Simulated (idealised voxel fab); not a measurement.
The following is a process module called voxel wiring stack.
Cross-section cut: width 260 nm, square cells of 5 nm.
Square cells in a grid make up a cross-section in this document, and the grid is given as bands, listed from the top down, each one or more rows of cells. Per band: top height and bottom height in nm, followed by the left-to-right materials and their widths in nm; "throughout" marks a single material spanning edge to edge, "empty" marks empty space. Below 0: as-received wafer, all one material; heights counted from there. Lowest band: no bottom, goes on down, written "0 -> down". Graded width ("30..40"): value in top row of band = first number; value in bottom row = second number; row-to-row change constant. "same as before" for a step: no cell of the cross-section changed in that step. The label "Trapped void list" introduces a list of the empty spaces, 8 cells or larger, that have no open way up to the top; each entry in it reads width x height at distance, where the distance is taken from the left edge and all three are stated in nm. after a step's settings: what the simulator itself notes on the step. The optional step-line setting "overlay nm" applies to steps with a mask and quantifies how far to the right of its planned location the mask lay, a negative value indicating leftward placement.
[These are the steps we planned for the process]
1: op RECEIVE | material Si
2: op CONFORMAL_DEP | material SiO2 | thk nm 10
3: op DIRECTIONAL_DEP | material TiN | thk nm 5
4: op DIRECTIONAL_DEP | material Ru | thk nm 20
5: op PATTERN | tone cover | mask id METAL_1 | material resist | width nm 30 | pitch nm 50 | thk nm 20 | overlay nm 0
6: op DIRECTIONAL_ETCH | etch materials Ru | depth nm 20
7: op DIRECTIONAL_ETCH | etch materials TiN | depth nm 5
8: op STRIP | etch materials resist
9: op FILL_DEP | material SiO2 | thk nm 5
10: op CMP | height nm 35
11: op CONFORMAL_DEP | material SiCN | thk nm 5
12: op DIRECTIONAL_DEP | material SiO2 | thk nm 10
13: op DIRECTIONAL_DEP | material aC | thk nm 10
14: op PATTERN | tone open | mask id PLUG_1 | material resist | width nm 15 | pitch nm 50 | thk nm 25 | overlay nm 0
15: op DIRECTIONAL_ETCH | etch materials aC | depth nm 10
16: op STRIP | etch materials resist
17: op DIRECTIONAL_ETCH | etch materials SiO2 | depth nm 10
18: op DIRECTIONAL_ETCH | etch materials SiCN | depth nm 5
19: op STRIP | etch materials aC
20: op EPI | material Ru | thk nm 10
21: op EPI | material Ru | thk nm 5
22: op DIRECTIONAL_DEP | material TiN | thk nm 5
23: op DIRECTIONAL_DEP | material Ru | thk nm 25
24: op DIRECTIONAL_DEP | material aC | thk nm 10
25: op PATTERN | tone cover | mask id METAL_2 | material resist | width nm 30 | pitch nm 50 | thk nm 30 | overlay nm 0
26: op DIRECTIONAL_ETCH | etch materials aC | depth nm 10
27: op STRIP | etch materials resist
28: op DIRECTIONAL_ETCH | etch materials Ru | depth nm 25
29: op DIRECTIONAL_ETCH | etch materials TiN | depth nm 5
30: op STRIP | etch materials aC
31: op FILL_DEP | material SiO2 | thk nm 10
32: op CMP | height nm 80
33: op CONFORMAL_DEP | material SiCN | thk nm 5
34: op DIRECTIONAL_DEP | material lowk | thk nm 25
35: op DIRECTIONAL_DEP | material aC | thk nm 15
36: op PATTERN | tone open | mask id METAL_3_HOLES | material resist | width nm 15 | pitch nm 50 | thk nm 35 | overlay nm 0
37: op DIRECTIONAL_ETCH | etch materials aC | depth nm 15
38: op STRIP | etch materials resist
39: op DIRECTIONAL_ETCH | etch materials lowk | depth nm 25
40: op STRIP | etch materials aC
41: op DIRECTIONAL_DEP | material aC | thk nm 10
42: op PATTERN | tone open | mask id METAL_3 | material resist | width nm 30 | pitch nm 50 | thk nm 25 | overlay nm 0
43: op DIRECTIONAL_ETCH | etch materials aC | depth nm 10
44: op STRIP | etch materials resist
45: op DIRECTIONAL_ETCH | etch materials lowk | depth nm 15
46: op DIRECTIONAL_ETCH | etch materials SiCN | depth nm 5
47: op STRIP | etch materials aC
48: op CONFORMAL_DEP | material TiN | thk nm 5
49: op FILL_DEP | material Cu | thk nm 5
50: op CMP | height nm 110
51: op CONFORMAL_DEP | material SiCN | thk nm 5
52: op DIRECTIONAL_DEP | material SiO2 | thk nm 15
53: op DIRECTIONAL_DEP | material aC | thk nm 10
54: op PATTERN | tone open | mask id PLUG_3 | material resist | width nm 15 | pitch nm 50 | thk nm 25 | overlay nm 0
55: op DIRECTIONAL_ETCH | etch materials aC | depth nm 10
56: op STRIP | etch materials resist
57: op DIRECTIONAL_ETCH | etch materials SiO2 | depth nm 15
58: op DIRECTIONAL_ETCH | etch materials SiCN | depth nm 5
59: op STRIP | etch materials aC
60: op EPI | material Ru | thk nm 10
61: op EPI | material Ru | thk nm 10
62: op DIRECTIONAL_DEP | material TiN | thk nm 5
63: op DIRECTIONAL_DEP | material Ru | thk nm 20
64: op MASKED_ETCH | tone cover | mask id METAL_4 | width nm 30 | pitch nm 50 | etch materials Ru | depth nm 20 | overlay nm 0
65: op MASKED_ETCH | tone cover | mask id METAL_4 | width nm 30 | pitch nm 50 | etch materials TiN | depth nm 5 | overlay nm 0
66: op FILL_DEP | material SiO2 | thk nm 5
67: op CMP | height nm 155
68: op CONFORMAL_DEP | material SiCN | thk nm 5
[Shown in cross-section is the wafer as received, that is, as it stands after step 1]
	0 -> down  Si throughout
	Trapped void list: none
[Cross-section at module end, one run error; start and plan unchanged from above]
	160 -> 155  SiCN throughout
	155 -> 135  SiO2: 40, Ru: 30, SiO2: 20, Ru: 30, SiO2: 20, Ru: 30, SiO2: 20, Ru: 30, SiO2: 40
	135 -> 130  SiO2: 40, TiN: 30, SiO2: 20, TiN: 30, SiO2: 20, TiN: 30, SiO2: 20, TiN: 30, SiO2: 40
	130 -> 115  SiO2: 40, Ru: 15, SiO2: 35, Ru: 15, SiO2: 35, Ru: 15, SiO2: 35, Ru: 15, SiO2: 55
	115 -> 110  SiCN: 40, Ru: 15, SiCN: 35, Ru: 15, SiCN: 35, Ru: 15, SiCN: 35, Ru: 15, SiCN: 55
	110 -> 100  lowk: 40, SiO2: 5, Cu: 20, SiO2: 5, lowk: 20, SiO2: 5, Cu: 20, SiO2: 5, lowk: 20, SiO2: 5, Cu: 20, SiO2: 5, lowk: 20, SiO2: 5, Cu: 20, SiO2: 5, lowk: 40
	100 -> 95  lowk: 40, SiO2: 5, Cu: 5, SiO2: 20, lowk: 20, SiO2: 5, Cu: 5, SiO2: 20, lowk: 20, SiO2: 5, Cu: 5, SiO2: 20, lowk: 20, SiO2: 5, Cu: 5, SiO2: 20, lowk: 40
	95 -> 85  lowk: 40, SiO2: 5, Cu: 5, SiO2: 5, lowk: 35, SiO2: 5, Cu: 5, SiO2: 5, lowk: 35, SiO2: 5, Cu: 5, SiO2: 5, lowk: 35, SiO2: 5, Cu: 5, SiO2: 5, lowk: 55
	85 -> 80  SiCN: 40, SiO2: 15, SiCN: 35, SiO2: 15, SiCN: 35, SiO2: 15, SiCN: 35, SiO2: 15, SiCN: 55
	80 -> 55  SiO2: 40, Ru: 30, SiO2: 20, Ru: 30, SiO2: 20, Ru: 30, SiO2: 20, Ru: 30, SiO2: 40
	55 -> 50  SiO2: 40, TiN: 30, SiO2: 20, TiN: 30, SiO2: 20, TiN: 30, SiO2: 20, TiN: 30, SiO2: 40
	50 -> 40  SiO2: 40, Ru: 15, SiO2: 35, Ru: 15, SiO2: 35, Ru: 15, SiO2: 35, Ru: 15, SiO2: 55
	40 -> 35  SiCN: 40, Ru: 15, SiCN: 35, Ru: 15, SiCN: 35, Ru: 15, SiCN: 35, Ru: 15, SiCN: 55
	35 -> 15  SiO2: 40, Ru: 30, SiO2: 20, Ru: 30, SiO2: 20, Ru: 30, SiO2: 20, Ru: 30, SiO2: 40
	15 -> 10  SiO2: 40, TiN: 30, SiO2: 20, TiN: 30, SiO2: 20, TiN: 30, SiO2: 20, TiN: 30, SiO2: 40
	10 -> 0  SiO2 throughout
	0 -> down  Si throughout
	Trapped void list: none
Nonconformance to the process plan: step 48 went in with a setting other than planned; the actual run was op CONFORMAL_DEP | material SiO2 | thk nm 5
